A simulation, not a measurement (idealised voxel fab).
The process module presented herein is designated voxel transistor to metal.
Displayed cross-section: cut, width of 280 nm, square cells sized 5 nm.
How to read a cross-section here: the picture is a grid of square cells, written as bands going from the top down, and any band can span one or more rows of cells. What a band's entry tells you: where the top is and where the bottom is, as heights in nm, and after that what lies inside, material by material from left to right, each with its width in nm. Empty space is written as the word "empty", and a single material marked with the word "everywhere" occupies the band from edge to edge. Heights are measured from 0, the level below which the as-received wafer is all one material; the lowest band has no bottom and continues downward, written as in "top 0, no bottom". A width such as "30..40" changes by the same amount from each row of cells to the next, from the band's top row to its bottom row. Step note "remained unchanged" = no cross-section cell changed. "Internal closed voids" enumerates empty spaces isolated from the top, with no open way to it, that contain at least 8 cells, giving each as width x height at distance from the left edge, all three in nm. after a step's settings: what the simulator itself notes on the step. overlay nm: step with mask; distance mask lay right of planned place; negative value = left of planned place.

[Planned process steps]
1,RECEIVE | material Si
2,OXIDIZE | depth nm 5
3,CONFORMAL_DEP | material SiN | thk nm 10
4,MASKED_ETCH | tone cover | mask id ACTIVE | width nm 110 | pitch nm 135 | etch materials SiN | depth nm 10 | overlay nm 0
5,MASKED_ETCH | tone cover | mask id ACTIVE | width nm 110 | pitch nm 135 | etch materials SiO2 | depth nm 5 | overlay nm 0
6,MASKED_ETCH | tone cover | mask id ACTIVE | width nm 110 | pitch nm 135 | etch materials Si | depth nm 35 | overlay nm 0
7,FILL_DEP | material SiO2 | thk nm 10
8,CMP | height nm 10
9,SELECTIVE_ETCH | etch materials SiO2 | depth nm 10
10,STRIP | etch materials SiN
11,SELECTIVE_ETCH | etch materials SiO2 | depth nm 5
12,OXIDIZE | depth nm 5
13,DIRECTIONAL_DEP | material polySi | thk nm 20
14,DIRECTIONAL_DEP | material SiCN | thk nm 10
15,PATTERN | tone cover | mask id GATE | material resist | width nm 30 | pitch nm 135 | thk nm 15 | overlay nm 0
16,DIRECTIONAL_ETCH | etch materials SiCN | depth nm 20
17,DIRECTIONAL_ETCH | etch materials polySi | depth nm 30
18,STRIP | etch materials resist
19,CONFORMAL_DEP | material SiN | thk nm 5
20,DIRECTIONAL_ETCH | etch materials SiN | depth nm 5
21,DIRECTIONAL_ETCH | etch materials SiO2 | depth nm 5
22,DIRECTIONAL_ETCH | etch materials Si | depth nm 15
23,EPI | material SiGe | thk nm 15
24,FILL_DEP | material SiO2 | thk nm 10
25,CMP | height nm 15
26,STRIP | etch materials polySi
27,SELECTIVE_ETCH | etch materials SiO2 | depth nm 5
28,CONFORMAL_DEP | material HfO2 | thk nm 5
29,CONFORMAL_DEP | material TiN | thk nm 5
30,FILL_DEP | material W | thk nm 5
31,CMP | height nm 10
32,DIRECTIONAL_DEP | material SiO2 | thk nm 10
33,MASKED_ETCH | tone open | mask id CONTACT | width nm 20 | etch materials SiO2 | depth nm 30 | overlay nm 0
34,CONFORMAL_DEP | material TiN | thk nm 5
35,FILL_DEP | material W | thk nm 5
36,CMP | height nm 20
37,DIRECTIONAL_DEP | material TiN | thk nm 5
38,DIRECTIONAL_DEP | material W | thk nm 20
39,PATTERN | tone cover | mask id METAL_1 | material resist | width nm 20 | thk nm 20 | overlay nm 0
40,DIRECTIONAL_ETCH | etch materials W | depth nm 20
41,DIRECTIONAL_ETCH | etch materials TiN | depth nm 5
42,STRIP | etch materials resist
43,CONFORMAL_DEP | material SiCN | thk nm 5
44,FILL_DEP | material SiO2 | thk nm 5
45,CMP | height nm 45
46,CONFORMAL_DEP | material SiN | thk nm 5

[As received (post step 1): cross-section]
	top 0, no bottom | Si everywhere
	Internal closed voids: none

[Starting wafer: above. Plan: above. Run: one mistake. Cross-section after the module: below]
	top 50, bottom 45 | SiN everywhere
	top 45, bottom 25 | SiO2=15 / SiCN=5 / W=20 / SiCN=5 / SiO2=50 / SiCN=5 / W=20 / SiCN=5 / SiO2=25 / SiCN=5 / W=20 / SiCN=5 / SiO2=50 / SiCN=5 / W=20 / SiCN=5 / SiO2=20
	top 25, bottom 20 | SiCN=20 / TiN=20 / SiCN=60 / TiN=20 / SiCN=35 / TiN=20 / SiCN=60 / TiN=20 / SiCN=25
	top 20, bottom 10 | SiO2=20 / TiN=5 / W=10 / TiN=5 / SiO2=60 / TiN=5 / W=10 / TiN=5 / SiO2=35 / TiN=5 / W=10 / TiN=5 / SiO2=60 / TiN=5 / W=10 / TiN=5 / SiO2=25
	top 10, bottom 5 | SiO2=20 / TiN=5 / W=5 / TiN=10 / SiO2=10 / SiN=5 / HfO2=5 / TiN=5 / W=10 / TiN=5 / HfO2=5 / SiN=5 / SiO2=10 / TiN=10 / W=5 / TiN=5 / SiO2=35 / TiN=5 / W=5 / TiN=10 / SiO2=10 / SiN=5 / HfO2=5 / TiN=5 / W=10 / TiN=5 / HfO2=5 / SiN=5 / SiO2=10 / TiN=10 / W=5 / TiN=5 / SiO2=25
	top 5, bottom 0 | SiO2=20 / TiN=5 / W=5 / TiN=5 / SiGe=15 / SiN=5 / HfO2=5 / TiN=5 / W=10 / TiN=5 / HfO2=5 / SiN=5 / SiGe=15 / TiN=5 / W=5 / TiN=5 / SiO2=35 / TiN=5 / W=5 / TiN=5 / SiGe=15 / SiN=5 / HfO2=5 / TiN=5 / W=10 / TiN=5 / HfO2=5 / SiN=5 / SiGe=15 / TiN=5 / W=5 / TiN=5 / SiO2=25
	top 0, bottom -5 | SiO2=20 / TiN=5 / W=5 / TiN=5 / SiGe=15 / SiN=5 / HfO2=5 / TiN=20 / HfO2=5 / SiN=5 / SiGe=15 / TiN=5 / W=5 / TiN=5 / SiO2=35 / TiN=5 / W=5 / TiN=5 / SiGe=15 / SiN=5 / HfO2=5 / TiN=20 / HfO2=5 / SiN=5 / SiGe=15 / TiN=5 / W=5 / TiN=5 / SiO2=25
	top -5, bottom -10 | SiO2=20 / TiN=15 / SiGe=15 / HfO2=40 / SiGe=15 / TiN=15 / SiO2=35 / TiN=15 / SiGe=15 / HfO2=40 / SiGe=15 / TiN=15 / SiO2=25
	top -10, bottom -25 | SiO2=35 / SiGe=15 / Si=40 / SiGe=15 / SiO2=65 / SiGe=15 / Si=40 / SiGe=15 / SiO2=40
	top -25, bottom -40 | SiO2=15 / SiGe=35 / Si=40 / SiGe=35 / SiO2=25 / SiGe=35 / Si=40 / SiGe=35 / SiO2=20
	top -40, no bottom | Si everywhere
	Internal closed voids: none
Want to know what went wrong? plan step 22 was conducted twice
